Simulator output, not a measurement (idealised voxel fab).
The document below concerns the process module designated voxel capacitor over wiring.
The cross-section on display is named cut; it measures 180 nm wide, and its cells are 5 nm squares.
Reading order for cross-sections: top band down to bottom band. Underlying form: a grid of square cells. Band size: one or more rows of cells. Basically the band line says how high the top is and how high the bottom is, in nm, and then what's in it from left to right, every material with its width in nm. Empty space shows up as "air", and if a single material carries "all across" it runs the full band edge to edge. Below 0: as-received wafer, all one material; heights counted from there. Lowest band: no bottom, goes on down, written "0 nm and below". Per-row width for "30..40": begins at first number (top row of band), ends at second number (bottom row), increment between rows held constant. "identical to before", as given for a step, is the statement that not any cell of the cross-section underwent a change during that step. In the "Sealed internal cavities" entry, you get each enclosed empty space of 8 cells or more, one with no open way to the top, written width x height at distance, distance from the left edge, in nm. On each step's line, the part that comes after the settings is the simulator's own comment on the step. "overlay nm" denotes, for a step that has a mask, the displacement of the mask to the right of its planned place, with negative values corresponding to the left.

Steps in the process plan
| 1 | RECEIVE with material Si |
| 2 | CONFORMAL_DEP with material SiO2, thk nm 10 |
| 3 | DIRECTIONAL_DEP with material TiN, thk nm 5 |
| 4 | DIRECTIONAL_DEP with material Ru, thk nm 20 |
| 5 | MASKED_ETCH with tone cover, mask id METAL_1, width nm 20, pitch nm 75, etch materials Ru, depth nm 20, overlay nm 0 |
| 6 | MASKED_ETCH with tone cover, mask id METAL_1, width nm 20, pitch nm 75, etch materials TiN, depth nm 5, overlay nm 0 |
| 7 | CONFORMAL_DEP with material SiN, thk nm 5 |
| 8 | FILL_DEP with material SiO2, thk nm 10 |
| 9 | CMP with height nm 35 |
| 10 | CONFORMAL_DEP with material SiCN, thk nm 5 |
| 11 | DIRECTIONAL_DEP with material lowk, thk nm 10 |
| 12 | PATTERN with tone open, mask id PLUG_1, material resist, width nm 15, thk nm 15, overlay nm 0 |
| 13 | DIRECTIONAL_ETCH with etch materials lowk, depth nm 10 |
| 14 | DIRECTIONAL_ETCH with etch materials SiCN, depth nm 5 |
| 15 | STRIP with etch materials resist |
| 16 | CONFORMAL_DEP with material TiN, thk nm 5 |
| 17 | FILL_DEP with material W, thk nm 10 |
| 18 | CMP with height nm 50 |
| 19 | DIRECTIONAL_DEP with material TiN, thk nm 5 |
| 20 | DIRECTIONAL_DEP with material SiN, thk nm 5 |
| 21 | DIRECTIONAL_DEP with material TiN, thk nm 10 |
| 22 | PATTERN with tone cover, mask id UPPER_PLATE, material resist, width nm 60, thk nm 15, overlay nm 0 |
| 23 | DIRECTIONAL_ETCH with etch materials TiN, depth nm 10 |
| 24 | DIRECTIONAL_ETCH with etch materials SiN, depth nm 5 |
| 25 | STRIP with etch materials resist |
| 26 | PATTERN with tone cover, mask id LOWER_PLATE, material resist, width nm 70, thk nm 15, overlay nm 0 |
| 27 | DIRECTIONAL_ETCH with etch materials TiN, depth nm 5 |
| 28 | STRIP with etch materials resist |
| 29 | FILL_DEP with material SiO2, thk nm 15 |
| 30 | CMP with height nm 80 |
| 31 | PATTERN with tone open, mask id PLUG_2, material resist, width nm 15, thk nm 15, overlay nm 0 |
| 32 | DIRECTIONAL_ETCH with etch materials SiO2, depth nm 10 |
| 33 | STRIP with etch materials resist |
| 34 | CONFORMAL_DEP with material TiN, thk nm 5 |
| 35 | FILL_DEP with material Ru, thk nm 10 |
| 36 | CMP with height nm 80 |
| 37 | CONFORMAL_DEP with material SiCN, thk nm 5 |

As-received state of the wafer in cross-section, equivalent to post-step 1
- 0 nm and below  Si all across
- Sealed internal cavities: none

first wafer at the end, as planned
- 85 nm to 80 nm  SiCN all across
- 80 nm to 75 nm  SiO2: 55 / TiN: 5 / Ru: 5 / TiN: 5 / SiO2: 110
- 75 nm to 70 nm  SiO2: 55 / TiN: 15 / SiO2: 110
- 70 nm to 60 nm  SiO2: 45 / TiN: 60 / SiO2: 75
- 60 nm to 55 nm  SiO2: 45 / SiN: 60 / SiO2: 75
- 55 nm to 50 nm  SiO2: 40 / TiN: 70 / SiO2: 70
- 50 nm to 40 nm  lowk: 45 / TiN: 5 / W: 5 / TiN: 5 / lowk: 120
- 40 nm to 35 nm  SiCN: 45 / TiN: 15 / SiCN: 120
- 35 nm to 15 nm  SiO2: 35 / SiN: 5 / Ru: 20 / SiN: 5 / SiO2: 45 / SiN: 5 / Ru: 20 / SiN: 5 / SiO2: 40
- 15 nm to 10 nm  SiN: 40 / TiN: 20 / SiN: 55 / TiN: 20 / SiN: 45
- 10 nm to 0 nm  SiO2 all across
- 0 nm and below  Si all across
- Sealed internal cavities: none

Cross-sectional image of the second wafer of the two following completion of the module. Starting state and process plan were the same as for the first wafer; one execution error occurred
- 85 nm to 80 nm  SiCN all across
- 80 nm to 75 nm  SiO2: 55 / TiN: 5 / Ru: 5 / TiN: 5 / SiO2: 110
- 75 nm to 70 nm  SiO2: 55 / TiN: 15 / SiO2: 110
- 70 nm to 65 nm  SiO2 all across
- 65 nm to 60 nm  SiO2: 45 / TiN: 60 / SiO2: 75
- 60 nm to 55 nm  SiO2: 45 / SiN: 60 / SiO2: 75
- 55 nm to 50 nm  TiN: 40 / SiO2: 5 / TiN: 60 / SiO2: 5 / TiN: 70
- 50 nm to 40 nm  lowk: 45 / TiN: 5 / W: 5 / TiN: 5 / lowk: 120
- 40 nm to 35 nm  SiCN: 45 / TiN: 15 / SiCN: 120
- 35 nm to 15 nm  SiO2: 35 / SiN: 5 / Ru: 20 / SiN: 5 / SiO2: 45 / SiN: 5 / Ru: 20 / SiN: 5 / SiO2: 40
- 15 nm to 10 nm  SiN: 40 / TiN: 20 / SiN: 55 / TiN: 20 / SiN: 45
- 10 nm to 0 nm  SiO2 all across
- 0 nm and below  Si all across
- Sealed internal cavities: none
The plan and the run diverged here: step 26 was processed under conditions differing from the plan, specifically as PATTERN with tone open, mask id LOWER_PLATE, material resist, width nm 70, thk nm 15, overlay nm 0
FYI, end of process, the second wafer has more or fewer cells of some materials than the first: SiO2 -8, TiN +8
